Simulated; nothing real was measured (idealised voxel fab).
Proc. module: voxel transistor to metal
Each square cell in cross-section cut measures 5 nm, and the section as a whole is 160 nm wide.
Cross-section, as written here: a square-cell grid given band by band from the top down, where a band holds one or more rows of cells. First you get the band's top height and its bottom height, in nm, and then the materials it's made of, left to right, with each width in nm. If you see a single material with "edge to edge", that one covers the band edge to edge. "air" is empty space. Measure heights from 0. That's the level where, below it, the as-received wafer is all one material. The lowest band is bottomless and extends downward; write it as in "0 and below". It should be noted that a width expressed as "30..40" varies in equal increments from row to row of cells within the band, taking the value of the first number at the top row and that of the second number at the bottom row. The designation "remained unchanged", where it is given for a processing step, indicates that no cell of the cross-section was altered in the course of that step. Look at "Closed void register" for the closed voids: empty spaces with no open path to the top, sized 8 cells or up. Each is width x height at distance, distance from the left edge, all nm. Post-settings text on a step line: simulator's own remark regarding the step. overlay nm: on a step with a mask, how far right of its planned place the mask lay; negative means left. From here on the document is pairs. In a pair, the cross-section before one process step comes with the cross-section after it, and the latter goes no deeper than the lowest band that changed. What lies in between, the step and its settings, is written under the pair. A pair may be from a different run of this module on the same starting wafer than the pair above it, so it continues from that pair only where its entry headed "Before-step section" says so.

### Before-step section
	35 down to 25  75 air / 20 SiCN / 65 air
	25 down to 0  70 air / 25 polySi / 65 air
	0 down to -5  25 SiO2 / 45 air / 25 polySi / 40 air / 25 SiO2
	-5 down to -10  SiO2 edge to edge
	-10 down to -35  35 SiO2 / 90 Si / 35 SiO2
	-35 and below  Si edge to edge
	Closed void register: none

### Resulting Cross-Section
	40 down to 35  70 air / 30 SiN / 60 air
	35 down to 25  70..65 air / 5..10 SiN / 20 SiCN / 5 SiN / 60 air
	25 down to 5  65 air / 5 SiN / 25 polySi / 5 SiN / 60 air
	5 down to 0  30 SiN / 35 air / 5 SiN / 25 polySi / 5 SiN / 30 air / 30 SiN
	0 down to -5  25 SiO2 / 45 SiN / 25 polySi / 40 SiN / 25 SiO2
	At heights below -5, the structure remains unaltered.
	Closed void register: none
In between the cross-sections above, the run called for CONFORMAL_DEP, material SiN, thk nm 5

Before-step section: per the after cross-section of the pair just above.

### Resulting Cross-Section
	35 down to 25  70 air / 5 SiN / 20 SiCN / 5 SiN / 60 air
	25 down to 0  65 air / 5 SiN / 25 polySi / 5 SiN / 60 air
	0 down to -5  25 SiO2 / 5 SiN / 35 air / 5 SiN / 25 polySi / 5 SiN / 30 air / 5 SiN / 25 SiO2
	At heights below -5, the structure remains unaltered.
	Closed void register: none
In between the cross-sections above, the run called for DIRECTIONAL_ETCH, etch materials SiN, depth nm 5

Before-step section: per the after cross-section of the pair just above.

### Resulting Cross-Section
	35 down to 25  70 air / 5 SiN / 20 SiCN / 5 SiN / 60 air
	25 down to 0  65 air / 5 SiN / 25 polySi / 5 SiN / 60 air
	0 down to -5  25 air / 5 SiN / 35 air / 5 SiN / 25 polySi / 5 SiN / 30 air / 5 SiN / 25 air
	-5 down to -10  30 SiO2 / 35 air / 35 SiO2 / 30 air / 30 SiO2
	At heights below -10, the structure remains unaltered.
	Closed void register: none
In between the cross-sections above, the run called for DIRECTIONAL_ETCH, etch materials SiO2, depth nm 5

Before-step section: per the after cross-section of the pair just above.

### Resulting Cross-Section
	35 down to 25  70 air / 5 SiN / 20 SiCN / 5 SiN / 60 air
	25 down to 0  65 air / 5 SiN / 25 polySi / 5 SiN / 60 air
	0 down to -5  25 air / 5 SiN / 35 air / 5 SiN / 25 polySi / 5 SiN / 30 air / 5 SiN / 25 air
	-5 down to -10  30 SiO2 / 35 pSi / 35 SiO2 / 30 pSi / 30 SiO2
	At heights below -10, the structure remains unaltered.
	Closed void register: none
In between the cross-sections above, the run called for EPI, material pSi, thk nm 5

Before-step section: per the after cross-section of the pair just above.

### Resulting Cross-Section
	45 down to 35  SiO2 edge to edge
	35 down to 25  70 SiO2 / 5 SiN / 20 SiCN / 5 SiN / 60 SiO2
	25 down to 0  65 SiO2 / 5 SiN / 25 polySi / 5 SiN / 60 SiO2
	0 down to -5  25 SiO2 / 5 SiN / 35 SiO2 / 5 SiN / 25 polySi / 5 SiN / 30 SiO2 / 5 SiN / 25 SiO2
	At heights below -5, the structure remains unaltered.
	Closed void register: none
In between the cross-sections above, the run called for FILL_DEP, material SiO2, thk nm 10

Before-step section: per the after cross-section of the pair just above.

### Resulting Cross-Section
	35 down to 25  70 SiO2 / 5 SiN / 20 SiCN / 5 SiN / 60 SiO2
	At heights below 25, the structure remains unaltered.
	Closed void register: none
In between the cross-sections above, the run called for CMP, height nm 35

Before-step section: per the after cross-section of the pair just above.

### Resulting Cross-Section
	50 down to 35  SiO2 edge to edge
	At heights below 35, the structure remains unaltered.
	Closed void register: none
In between the cross-sections above, the run called for DIRECTIONAL_DEP, material SiO2, thk nm 15

Before-step section: per the after cross-section of the pair just above.

### Resulting Cross-Section
	50 down to 35  35 SiO2 / 15 air / 60 SiO2 / 15 air / 35 SiO2
	35 down to 25  35 SiO2 / 15 air / 20 SiO2 / 5 SiN / 20 SiCN / 5 SiN / 10 SiO2 / 15 air / 35 SiO2
	25 down to 0  35 SiO2 / 15 air / 15 SiO2 / 5 SiN / 25 polySi / 5 SiN / 10 SiO2 / 15 air / 35 SiO2
	0 down to -5  25 SiO2 / 5 SiN / 5 SiO2 / 15 air / 15 SiO2 / 5 SiN / 25 polySi / 5 SiN / 10 SiO2 / 15 air / 5 SiO2 / 5 SiN / 25 SiO2
	At heights below -5, the structure remains unaltered.
	Closed void register: none
In between the cross-sections above, the run called for MASKED_ETCH, tone open, mask id CONTACT, width nm 15, pitch nm 75, etch materials SiO2, depth nm 55, overlay nm 0

Before-step section: per the after cross-section of the pair just above.

### Resulting Cross-Section
	55 down to 50  40 TiN / 5 air / 70 TiN / 5 air / 40 TiN
	50 down to 35  35 SiO2 / 5 TiN / 5 air / 5 TiN / 60 SiO2 / 5 TiN / 5 air / 5 TiN / 35 SiO2
	35 down to 25  35 SiO2 / 5 TiN / 5 air / 5 TiN / 20 SiO2 / 5 SiN / 20 SiCN / 5 SiN / 10 SiO2 / 5 TiN / 5 air / 5 TiN / 35 SiO2
	25 down to 0  35 SiO2 / 5 TiN / 5 air / 5 TiN / 15 SiO2 / 5 SiN / 25 polySi / 5 SiN / 10 SiO2 / 5 TiN / 5 air / 5 TiN / 35 SiO2
	0 down to -5  25 SiO2 / 5 SiN / 5 SiO2 / 15 TiN / 15 SiO2 / 5 SiN / 25 polySi / 5 SiN / 10 SiO2 / 15 TiN / 5 SiO2 / 5 SiN / 25 SiO2
	At heights below -5, the structure remains unaltered.
	Closed void register: none
In between the cross-sections above, the run called for CONFORMAL_DEP, material TiN, thk nm 5

Before-step section: per the after cross-section of the pair just above.

### Resulting Cross-Section
	60 down to 55  Ru edge to edge
	55 down to 50  40 TiN / 5 Ru / 70 TiN / 5 Ru / 40 TiN
	50 down to 35  35 SiO2 / 5 TiN / 5 Ru / 5 TiN / 60 SiO2 / 5 TiN / 5 Ru / 5 TiN / 35 SiO2
	35 down to 25  35 SiO2 / 5 TiN / 5 Ru / 5 TiN / 20 SiO2 / 5 SiN / 20 SiCN / 5 SiN / 10 SiO2 / 5 TiN / 5 Ru / 5 TiN / 35 SiO2
	25 down to 0  35 SiO2 / 5 TiN / 5 Ru / 5 TiN / 15 SiO2 / 5 SiN / 25 polySi / 5 SiN / 10 SiO2 / 5 TiN / 5 Ru / 5 TiN / 35 SiO2
	At heights below 0, the structure remains unaltered.
	Closed void register: none
In between the cross-sections above, the run called for FILL_DEP, material Ru, thk nm 5

Before-step section: per the after cross-section of the pair just above.

### Resulting Cross-Section
	50 down to 35  35 SiO2 / 5 TiN / 5 Ru / 5 TiN / 60 SiO2 / 5 TiN / 5 Ru / 5 TiN / 35 SiO2
	At heights below 35, the structure remains unaltered.
	Closed void register: none
In between the cross-sections above, the run called for CMP, height nm 50

Before-step section: per the after cross-section of the pair just above.

### Resulting Cross-Section
	55 down to 50  SiCN edge to edge
	At heights below 50, the structure remains unaltered.
	Closed void register: none
In between the cross-sections above, the run called for CONFORMAL_DEP, material SiCN, thk nm 5

Before-step section: per the after cross-section of the pair just above.

### Resulting Cross-Section
	80 down to 55  SiO2 edge to edge
	At heights below 55, the structure remains unaltered.
	Closed void register: none
In between the cross-sections above, the run called for DIRECTIONAL_DEP, material SiO2, thk nm 25

Before-step section: per the after cross-section of the pair just above.

### Resulting Cross-Section
	95 down to 80  35 resist / 15 air / 60 resist / 15 air / 35 resist
	At heights below 80, the structure remains unaltered.
	Closed void register: none
In between the cross-sections above, the run called for PATTERN, tone open, mask id METAL_1, material resist, width nm 15, pitch nm 75, thk nm 15, overlay nm 0

Before-step section: per the after cross-section of the pair just above.

### Resulting Cross-Section
	95 down to 80  35 resist / 15 air / 60 resist / 15 air / 35 resist
	80 down to 55  35 SiO2 / 15 air / 60 SiO2 / 15 air / 35 SiO2
	At heights below 55, the structure remains unaltered.
	Closed void register: none
In between the cross-sections above, the run called for DIRECTIONAL_ETCH, etch materials SiO2, depth nm 25

Before-step section: per the after cross-section of the pair just above.

### Resulting Cross-Section
	95 down to 80  35 resist / 15 air / 60 resist / 15 air / 35 resist
	80 down to 55  35 SiO2 / 15 air / 60 SiO2 / 15 air / 35 SiO2
	55 down to 50  35 SiCN / 15 air / 60 SiCN / 15 air / 35 SiCN
	At heights below 50, the structure remains unaltered.
	Closed void register: none
In between the cross-sections above, the run called for DIRECTIONAL_ETCH, etch materials SiCN, depth nm 5

Before-step section: per the after cross-section of the pair just above.

### Resulting Cross-Section
	80 down to 55  35 SiO2 / 15 air / 60 SiO2 / 15 air / 35 SiO2
	At heights below 55, the structure remains unaltered.
	Closed void register: none
In between the cross-sections above, the run called for STRIP, etch materials resist

Before-step section: per the after cross-section of the pair just above.

### Resulting Cross-Section
	85 down to 80  40 TiN / 5 air / 70 TiN / 5 air / 40 TiN
	80 down to 55  35 SiO2 / 5 TiN / 5 air / 5 TiN / 60 SiO2 / 5 TiN / 5 air / 5 TiN / 35 SiO2
	55 down to 50  35 SiCN / 15 TiN / 60 SiCN / 15 TiN / 35 SiCN
	At heights below 50, the structure remains unaltered.
	Closed void register: none
In between the cross-sections above, the run called for CONFORMAL_DEP, material TiN, thk nm 5

Before-step section: per the after cross-section of the pair just above.

### Resulting Cross-Section
	90 down to 85  Ru edge to edge
	85 down to 80  40 TiN / 5 Ru / 70 TiN / 5 Ru / 40 TiN
	80 down to 55  35 SiO2 / 5 TiN / 5 Ru / 5 TiN / 60 SiO2 / 5 TiN / 5 Ru / 5 TiN / 35 SiO2
	At heights below 55, the structure remains unaltered.
	Closed void register: none
In between the cross-sections above, the run called for FILL_DEP, material Ru, thk nm 5

Before-step section: per the after cross-section of the pair just above.

### Resulting Cross-Section
	80 down to 55  35 SiO2 / 5 TiN / 5 Ru / 5 TiN / 60 SiO2 / 5 TiN / 5 Ru / 5 TiN / 35 SiO2
	At heights below 55, the structure remains unaltered.
	Closed void register: none
In between the cross-sections above, the run called for CMP, height nm 80

Before-step section: per the after cross-section of the pair just above.

### Resulting Cross-Section
	85 down to 80  30 air / 25 Ru / 50 air / 25 Ru / 30 air
	At heights below 80, the structure remains unaltered.
	Closed void register: none
In between the cross-sections above, the run called for EPI, material Ru, thk nm 5

Before-step section: per the after cross-section of the pair just above.

### Resulting Cross-Section
	90 down to 85  SiCN edge to edge
	85 down to 80  30 SiCN / 25 Ru / 50 SiCN / 25 Ru / 30 SiCN
	At heights below 80, the structure remains unaltered.
	Closed void register: none
In between the cross-sections above, the run called for FILL_DEP, material SiCN, thk nm 5

### Before-step section
	35 down to 25  65 air / 5 SiN / 20 SiCN / 5 SiN / 65 air
	25 down to 0  65 air / 5 SiN / 20 polySi / 5 SiN / 65 air
	0 down to -5  25 SiO2 / 5 SiN / 35 air / 5 SiN / 20 polySi / 5 SiN / 35 air / 5 SiN / 25 SiO2
	-5 down to -10  SiO2 edge to edge
	-10 down to -35  35 SiO2 / 90 Si / 35 SiO2
	-35 and below  Si edge to edge
	Closed void register: none

### Resulting Cross-Section
	35 down to 30  70 air / 20 SiCN / 70 air
	30 down to 25  65 air / 5 SiN / 20 SiCN / 5 SiN / 65 air
	25 down to 0  65 air / 5 SiN / 20 polySi / 5 SiN / 65 air
	0 down to -5  25 SiO2 / 40 air / 5 SiN / 20 polySi / 5 SiN / 40 air / 25 SiO2
	At heights below -5, the structure remains unaltered.
	Closed void register: none
In between the cross-sections above, the run called for DIRECTIONAL_ETCH, etch materials SiN, depth nm 5

Before-step section: per the after cross-section of the pair just above.

### Resulting Cross-Section
	45 down to 35  SiO2 edge to edge
	35 down to 30  70 SiO2 / 20 SiCN / 70 SiO2
	30 down to 25  65 SiO2 / 5 SiN / 20 SiCN / 5 SiN / 65 SiO2
	25 down to -5  65 SiO2 / 5 SiN / 20 polySi / 5 SiN / 65 SiO2
	At heights below -5, the structure remains unaltered.
	Closed void register: none
In between the cross-sections above, the run called for FILL_DEP, material SiO2, thk nm 10

Before-step section: per the after cross-section of the pair just above.

### Resulting Cross-Section
	35 down to 30  70 SiO2 / 20 SiCN / 70 SiO2
	At heights below 30, the structure remains unaltered.
	Closed void register: none
In between the cross-sections above, the run called for CMP, height nm 35

Before-step section: per the after cross-section of the pair just above.

### Resulting Cross-Section
	50 down to 35  SiO2 edge to edge
	At heights below 35, the structure remains unaltered.
	Closed void register: none
In between the cross-sections above, the run called for DIRECTIONAL_DEP, material SiO2, thk nm 15

Before-step section: per the after cross-section of the pair just above.

### Resulting Cross-Section
	50 down to 35  35 SiO2 / 15 air / 60 SiO2 / 15 air / 35 SiO2
	35 down to 30  35 SiO2 / 15 air / 20 SiO2 / 20 SiCN / 20 SiO2 / 15 air / 35 SiO2
	30 down to 25  35 SiO2 / 15 air / 15 SiO2 / 5 SiN / 20 SiCN / 5 SiN / 15 SiO2 / 15 air / 35 SiO2
	25 down to -5  35 SiO2 / 15 air / 15 SiO2 / 5 SiN / 20 polySi / 5 SiN / 15 SiO2 / 15 air / 35 SiO2
	At heights below -5, the structure remains unaltered.
	Closed void register: none
In between the cross-sections above, the run called for MASKED_ETCH, tone open, mask id CONTACT, width nm 15, pitch nm 75, etch materials SiO2, depth nm 55, overlay nm 0

Before-step section: per the after cross-section of the pair just above.

### Resulting Cross-Section
	55 down to 50  40 TiN / 5 air / 70 TiN / 5 air / 40 TiN
	50 down to 35  35 SiO2 / 5 TiN / 5 air / 5 TiN / 60 SiO2 / 5 TiN / 5 air / 5 TiN / 35 SiO2
	35 down to 30  35 SiO2 / 5 TiN / 5 air / 5 TiN / 20 SiO2 / 20 SiCN / 20 SiO2 / 5 TiN / 5 air / 5 TiN / 35 SiO2
	30 down to 25  35 SiO2 / 5 TiN / 5 air / 5 TiN / 15 SiO2 / 5 SiN / 20 SiCN / 5 SiN / 15 SiO2 / 5 TiN / 5 air / 5 TiN / 35 SiO2
	25 down to 0  35 SiO2 / 5 TiN / 5 air / 5 TiN / 15 SiO2 / 5 SiN / 20 polySi / 5 SiN / 15 SiO2 / 5 TiN / 5 air / 5 TiN / 35 SiO2
	0 down to -5  35 SiO2 / 15 TiN / 15 SiO2 / 5 SiN / 20 polySi / 5 SiN / 15 SiO2 / 15 TiN / 35 SiO2
	At heights below -5, the structure remains unaltered.
	Closed void register: none
In between the cross-sections above, the run called for CONFORMAL_DEP, material TiN, thk nm 5

Before-step section: per the after cross-section of the pair just above.

### Resulting Cross-Section
	60 down to 55  Ru edge to edge
	55 down to 50  40 TiN / 5 Ru / 70 TiN / 5 Ru / 40 TiN
	50 down to 35  35 SiO2 / 5 TiN / 5 Ru / 5 TiN / 60 SiO2 / 5 TiN / 5 Ru / 5 TiN / 35 SiO2
	35 down to 30  35 SiO2 / 5 TiN / 5 Ru / 5 TiN / 20 SiO2 / 20 SiCN / 20 SiO2 / 5 TiN / 5 Ru / 5 TiN / 35 SiO2
	30 down to 25  35 SiO2 / 5 TiN / 5 Ru / 5 TiN / 15 SiO2 / 5 SiN / 20 SiCN / 5 SiN / 15 SiO2 / 5 TiN / 5 Ru / 5 TiN / 35 SiO2
	25 down to 0  35 SiO2 / 5 TiN / 5 Ru / 5 TiN / 15 SiO2 / 5 SiN / 20 polySi / 5 SiN / 15 SiO2 / 5 TiN / 5 Ru / 5 TiN / 35 SiO2
	At heights below 0, the structure remains unaltered.
	Closed void register: none
In between the cross-sections above, the run called for FILL_DEP, material Ru, thk nm 5

Before-step section: per the after cross-section of the pair just above.

### Resulting Cross-Section
	50 down to 35  35 SiO2 / 5 TiN / 5 Ru / 5 TiN / 60 SiO2 / 5 TiN / 5 Ru / 5 TiN / 35 SiO2
	At heights below 35, the structure remains unaltered.
	Closed void register: none
In between the cross-sections above, the run called for CMP, height nm 50

Before-step section: per the after cross-section of the pair just above.

### Resulting Cross-Section
	55 down to 50  SiCN edge to edge
	At heights below 50, the structure remains unaltered.
	Closed void register: none
In between the cross-sections above, the run called for CONFORMAL_DEP, material SiCN, thk nm 5

Before-step section: per the after cross-section of the pair just above.

### Resulting Cross-Section
	80 down to 55  SiO2 edge to edge
	At heights below 55, the structure remains unaltered.
	Closed void register: none
In between the cross-sections above, the run called for DIRECTIONAL_DEP, material SiO2, thk nm 25

Before-step section: per the after cross-section of the pair just above.

### Resulting Cross-Section
	95 down to 80  35 resist / 15 air / 60 resist / 15 air / 35 resist
	At heights below 80, the structure remains unaltered.
	Closed void register: none
In between the cross-sections above, the run called for PATTERN, tone open, mask id METAL_1, material resist, width nm 15, pitch nm 75, thk nm 15, overlay nm 0

Before-step section: per the after cross-section of the pair just above.

### Resulting Cross-Section
	95 down to 80  35 resist / 15 air / 60 resist / 15 air / 35 resist
	80 down to 55  35 SiO2 / 15 air / 60 SiO2 / 15 air / 35 SiO2
	At heights below 55, the structure remains unaltered.
	Closed void register: none
In between the cross-sections above, the run called for DIRECTIONAL_ETCH, etch materials SiO2, depth nm 25

Before-step section: per the after cross-section of the pair just above.

### Resulting Cross-Section
	95 down to 80  35 resist / 15 air / 60 resist / 15 air / 35 resist
	80 down to 55  35 SiO2 / 15 air / 60 SiO2 / 15 air / 35 SiO2
	55 down to 50  35 SiCN / 15 air / 60 SiCN / 15 air / 35 SiCN
	At heights below 50, the structure remains unaltered.
	Closed void register: none
In between the cross-sections above, the run called for DIRECTIONAL_ETCH, etch materials SiCN, depth nm 5

Before-step section: per the after cross-section of the pair just above.

### Resulting Cross-Section
	80 down to 55  35 SiO2 / 15 air / 60 SiO2 / 15 air / 35 SiO2
	At heights below 55, the structure remains unaltered.
	Closed void register: none
In between the cross-sections above, the run called for STRIP, etch materials resist

Before-step section: per the after cross-section of the pair just above.

### Resulting Cross-Section
	85 down to 80  40 TiN / 5 air / 70 TiN / 5 air / 40 TiN
	80 down to 55  35 SiO2 / 5 TiN / 5 air / 5 TiN / 60 SiO2 / 5 TiN / 5 air / 5 TiN / 35 SiO2
	55 down to 50  35 SiCN / 15 TiN / 60 SiCN / 15 TiN / 35 SiCN
	At heights below 50, the structure remains unaltered.
	Closed void register: none
In between the cross-sections above, the run called for CONFORMAL_DEP, material TiN, thk nm 5

Before-step section: per the after cross-section of the pair just above.

### Resulting Cross-Section
	90 down to 85  Ru edge to edge
	85 down to 80  40 TiN / 5 Ru / 70 TiN / 5 Ru / 40 TiN
	80 down to 55  35 SiO2 / 5 TiN / 5 Ru / 5 TiN / 60 SiO2 / 5 TiN / 5 Ru / 5 TiN / 35 SiO2
	At heights below 55, the structure remains unaltered.
	Closed void register: none
In between the cross-sections above, the run called for FILL_DEP, material Ru, thk nm 5

Before-step section: per the after cross-section of the pair just above.

### Resulting Cross-Section
	80 down to 55  35 SiO2 / 5 TiN / 5 Ru / 5 TiN / 60 SiO2 / 5 TiN / 5 Ru / 5 TiN / 35 SiO2
	At heights below 55, the structure remains unaltered.
	Closed void register: none
In between the cross-sections above, the run called for CMP, height nm 80

Before-step section: per the after cross-section of the pair just above.

### Resulting Cross-Section
	85 down to 80  30 air / 25 Ru / 50 air / 25 Ru / 30 air
	At heights below 80, the structure remains unaltered.
	Closed void register: none
In between the cross-sections above, the run called for EPI, material Ru, thk nm 5

Before-step section: per the after cross-section of the pair just above.

### Resulting Cross-Section
	90 down to 85  SiCN edge to edge
	85 down to 80  30 SiCN / 25 Ru / 50 SiCN / 25 Ru / 30 SiCN
	At heights below 80, the structure remains unaltered.
	Closed void register: none
In between the cross-sections above, the run called for FILL_DEP, material SiCN, thk nm 5

### Before-step section
	10 down to 0  SiN edge to edge
	0 down to -5  SiO2 edge to edge
	-5 and below  Si edge to edge
	Closed void register: none

### Resulting Cross-Section
	10 down to 0  30 SiN / 100 air / 30 SiN
	At heights below 0, the structure remains unaltered.
	Closed void register: none
In between the cross-sections above, the run called for MASKED_ETCH, tone open, mask id ACTIVE, width nm 100, etch materials SiN, depth nm 10, overlay nm 0

Before-step section: per the after cross-section of the pair just above.

### Resulting Cross-Section
	25 down to 10  SiO2 edge to edge
	10 down to 0  30 SiN / 100 SiO2 / 30 SiN
	At heights below 0, the structure remains unaltered.
	Closed void register: none
In between the cross-sections above, the run called for FILL_DEP, material SiO2, thk nm 15

Before-step section: per the after cross-section of the pair just above.

### Resulting Cross-Section
	10 down to 0  30 SiN / 100 SiO2 / 30 SiN
	At heights below 0, the structure remains unaltered.
	Closed void register: none
In between the cross-sections above, the run called for CMP, height nm 10

Before-step section: per the after cross-section of the pair just above.

### Resulting Cross-Section
	10 down to 5  30 SiN / 100 air / 30 SiN
	At heights below 5, the structure remains unaltered.
	Closed void register: none
In between the cross-sections above, the run called for SELECTIVE_ETCH, etch materials SiO2, depth nm 5

Before-step section: per the after cross-section of the pair just above.

### Resulting Cross-Section
	5 down to 0  30 air / 100 SiO2 / 30 air
	At heights below 0, the structure remains unaltered.
	Closed void register: none
In between the cross-sections above, the run called for STRIP, etch materials SiN

Before-step section: per the after cross-section of the pair just above.

### Resulting Cross-Section
	0 down to -5  35 air / 90 SiO2 / 35 air
	At heights below -5, the structure remains unaltered.
	Closed void register: none
In between the cross-sections above, the run called for SELECTIVE_ETCH, etch materials SiO2, depth nm 5

Before-step section: per the after cross-section of the pair just above.

### Resulting Cross-Section
	0 down to -5  35 air / 90 SiO2 / 35 air
	-5 down to -10  40 SiO2 / 80 Si / 40 SiO2
	At heights below -10, the structure remains unaltered.
	Closed void register: none
In between the cross-sections above, the run called for OXIDIZE, depth nm 5

Before-step section: per the after cross-section of the pair just above.

### Resulting Cross-Section
	30 down to 25  35 air / 90 polySi / 35 air
	25 down to 0  polySi edge to edge
	0 down to -5  35 polySi / 90 SiO2 / 35 polySi
	At heights below -5, the structure remains unaltered.
	Closed void register: none
In between the cross-sections above, the run called for DIRECTIONAL_DEP, material polySi, thk nm 30

Before-step section: per the after cross-section of the pair just above.

### Resulting Cross-Section
	40 down to 35  35 air / 90 SiCN / 35 air
	35 down to 30  SiCN edge to edge
	30 down to 25  35 SiCN / 90 polySi / 35 SiCN
	At heights below 25, the structure remains unaltered.
	Closed void register: none
In between the cross-sections above, the run called for DIRECTIONAL_DEP, material SiCN, thk nm 10

Before-step section: per the after cross-section of the pair just above.

### Resulting Cross-Section
	40 down to 30  70 air / 20 SiCN / 70 air
	30 down to 25  35 air / 90 polySi / 35 air
	At heights below 25, the structure remains unaltered.
	Closed void register: none
In between the cross-sections above, the run called for MASKED_ETCH, tone cover, mask id GATE, width nm 20, etch materials SiCN, depth nm 20, overlay nm 0

Before-step section: per the after cross-section of the pair just above.

### Resulting Cross-Section
	40 down to 30  70 air / 20 SiCN / 70 air
	30 down to 0  70 air / 20 polySi / 70 air
	0 down to -5  35 air / 90 SiO2 / 35 air
	At heights below -5, the structure remains unaltered.
	Closed void register: none
In between the cross-sections above, the run called for MASKED_ETCH, tone cover, mask id GATE, width nm 20, etch materials polySi, depth nm 40, overlay nm 0

Before-step section: per the after cross-section of the pair just above.

### Resulting Cross-Section
	45 down to 40  65 air / 30 SiN / 65 air
	40 down to 30  65 air / 5 SiN / 20 SiCN / 5 SiN / 65 air
	30 down to 5  65 air / 5 SiN / 20 polySi / 5 SiN / 65 air
	5 down to 0  30 air / 40 SiN / 20 polySi / 40 SiN / 30 air
	0 down to -5  35 SiN / 90 SiO2 / 35 SiN
	At heights below -5, the structure remains unaltered.
	Closed void register: none
In between the cross-sections above, the run called for CONFORMAL_DEP, material SiN, thk nm 5

Before-step section: per the after cross-section of the pair just above.

### Resulting Cross-Section
	40 down to 30  65 air / 5 SiN / 20 SiCN / 5 SiN / 65 air
	30 down to 0  65 air / 5 SiN / 20 polySi / 5 SiN / 65 air
	0 down to -5  30 air / 5 SiN / 90 SiO2 / 5 SiN / 30 air
	At heights below -5, the structure remains unaltered.
	Closed void register: none
In between the cross-sections above, the run called for DIRECTIONAL_ETCH, etch materials SiN, depth nm 5

Before-step section: per the after cross-section of the pair just above.

### Resulting Cross-Section
	40 down to 30  65 air / 5 SiN / 20 SiCN / 5 SiN / 65 air
	30 down to 0  65 air / 5 SiN / 20 polySi / 5 SiN / 65 air
	0 down to -5  30 air / 5 SiN / 30 air / 30 SiO2 / 30 air / 5 SiN / 30 air
	-5 down to -10  30 air / 10 SiO2 / 80 Si / 10 SiO2 / 30 air
	At heights below -10, the structure remains unaltered.
	Closed void register: none
In between the cross-sections above, the run called for DIRECTIONAL_ETCH, etch materials SiO2, depth nm 5

Before-step section: per the after cross-section of the pair just above.

### Resulting Cross-Section
	40 down to 30  65 air / 5 SiN / 20 SiCN / 5 SiN / 65 air
	30 down to 0  65 air / 5 SiN / 20 polySi / 5 SiN / 65 air
	0 down to -5  30 air / 5 SiN / 30 pSi / 30 SiO2 / 30 pSi / 5 SiN / 30 air
	-5 down to -10  30 pSi / 10 SiO2 / 80 Si / 10 SiO2 / 30 pSi
	At heights below -10, the structure remains unaltered.
	Closed void register: none
In between the cross-sections above, the run called for EPI, material pSi, thk nm 5

Before-step section: per the after cross-section of the pair just above.

### Resulting Cross-Section
	50 down to 40  SiO2 edge to edge
	40 down to 30  65 SiO2 / 5 SiN / 20 SiCN / 5 SiN / 65 SiO2
	30 down to 0  65 SiO2 / 5 SiN / 20 polySi / 5 SiN / 65 SiO2
	0 down to -5  30 SiO2 / 5 SiN / 30 pSi / 30 SiO2 / 30 pSi / 5 SiN / 30 SiO2
	At heights below -5, the structure remains unaltered.
	Closed void register: none
In between the cross-sections above, the run called for FILL_DEP, material SiO2, thk nm 10

Before-step section: per the after cross-section of the pair just above.

### Resulting Cross-Section
	35 down to 30  65 SiO2 / 5 SiN / 20 SiCN / 5 SiN / 65 SiO2
	At heights below 30, the structure remains unaltered.
	Closed void register: none
In between the cross-sections above, the run called for CMP, height nm 35

Before-step section: per the after cross-section of the pair just above.

### Resulting Cross-Section
	50 down to 35  SiO2 edge to edge
	At heights below 35, the structure remains unaltered.
	Closed void register: none
In between the cross-sections above, the run called for DIRECTIONAL_DEP, material SiO2, thk nm 15

Before-step section: per the after cross-section of the pair just above.

### Resulting Cross-Section
	50 down to 35  35 SiO2 / 15 air / 60 SiO2 / 15 air / 35 SiO2
	35 down to 30  35 SiO2 / 15 air / 15 SiO2 / 5 SiN / 20 SiCN / 5 SiN / 15 SiO2 / 15 air / 35 SiO2
	30 down to 0  35 SiO2 / 15 air / 15 SiO2 / 5 SiN / 20 polySi / 5 SiN / 15 SiO2 / 15 air / 35 SiO2
	At heights below 0, the structure remains unaltered.
	Closed void register: none
In between the cross-sections above, the run called for MASKED_ETCH, tone open, mask id CONTACT, width nm 15, pitch nm 75, etch materials SiO2, depth nm 55, overlay nm 0

Before-step section: per the after cross-section of the pair just above.

### Resulting Cross-Section
	55 down to 50  40 TiN / 5 air / 70 TiN / 5 air / 40 TiN
	50 down to 35  35 SiO2 / 5 TiN / 5 air / 5 TiN / 60 SiO2 / 5 TiN / 5 air / 5 TiN / 35 SiO2
	35 down to 30  35 SiO2 / 5 TiN / 5 air / 5 TiN / 15 SiO2 / 5 SiN / 20 SiCN / 5 SiN / 15 SiO2 / 5 TiN / 5 air / 5 TiN / 35 SiO2
	30 down to 5  35 SiO2 / 5 TiN / 5 air / 5 TiN / 15 SiO2 / 5 SiN / 20 polySi / 5 SiN / 15 SiO2 / 5 TiN / 5 air / 5 TiN / 35 SiO2
	5 down to 0  35 SiO2 / 15 TiN / 15 SiO2 / 5 SiN / 20 polySi / 5 SiN / 15 SiO2 / 15 TiN / 35 SiO2
	At heights below 0, the structure remains unaltered.
	Closed void register: none
In between the cross-sections above, the run called for CONFORMAL_DEP, material TiN, thk nm 5

Before-step section: per the after cross-section of the pair just above.

### Resulting Cross-Section
	60 down to 55  Ru edge to edge
	55 down to 50  40 TiN / 5 Ru / 70 TiN / 5 Ru / 40 TiN
	50 down to 35  35 SiO2 / 5 TiN / 5 Ru / 5 TiN / 60 SiO2 / 5 TiN / 5 Ru / 5 TiN / 35 SiO2
	35 down to 30  35 SiO2 / 5 TiN / 5 Ru / 5 TiN / 15 SiO2 / 5 SiN / 20 SiCN / 5 SiN / 15 SiO2 / 5 TiN / 5 Ru / 5 TiN / 35 SiO2
	30 down to 5  35 SiO2 / 5 TiN / 5 Ru / 5 TiN / 15 SiO2 / 5 SiN / 20 polySi / 5 SiN / 15 SiO2 / 5 TiN / 5 Ru / 5 TiN / 35 SiO2
	At heights below 5, the structure remains unaltered.
	Closed void register: none
In between the cross-sections above, the run called for FILL_DEP, material Ru, thk nm 5

Before-step section: per the after cross-section of the pair just above.

### Resulting Cross-Section
	50 down to 35  35 SiO2 / 5 TiN / 5 Ru / 5 TiN / 60 SiO2 / 5 TiN / 5 Ru / 5 TiN / 35 SiO2
	At heights below 35, the structure remains unaltered.
	Closed void register: none
In between the cross-sections above, the run called for CMP, height nm 50

Before-step section: per the after cross-section of the pair just above.

### Resulting Cross-Section
	55 down to 50  SiCN edge to edge
	At heights below 50, the structure remains unaltered.
	Closed void register: none
In between the cross-sections above, the run called for CONFORMAL_DEP, material SiCN, thk nm 5

Before-step section: per the after cross-section of the pair just above.

### Resulting Cross-Section
	80 down to 55  SiO2 edge to edge
	At heights below 55, the structure remains unaltered.
	Closed void register: none
In between the cross-sections above, the run called for DIRECTIONAL_DEP, material SiO2, thk nm 25
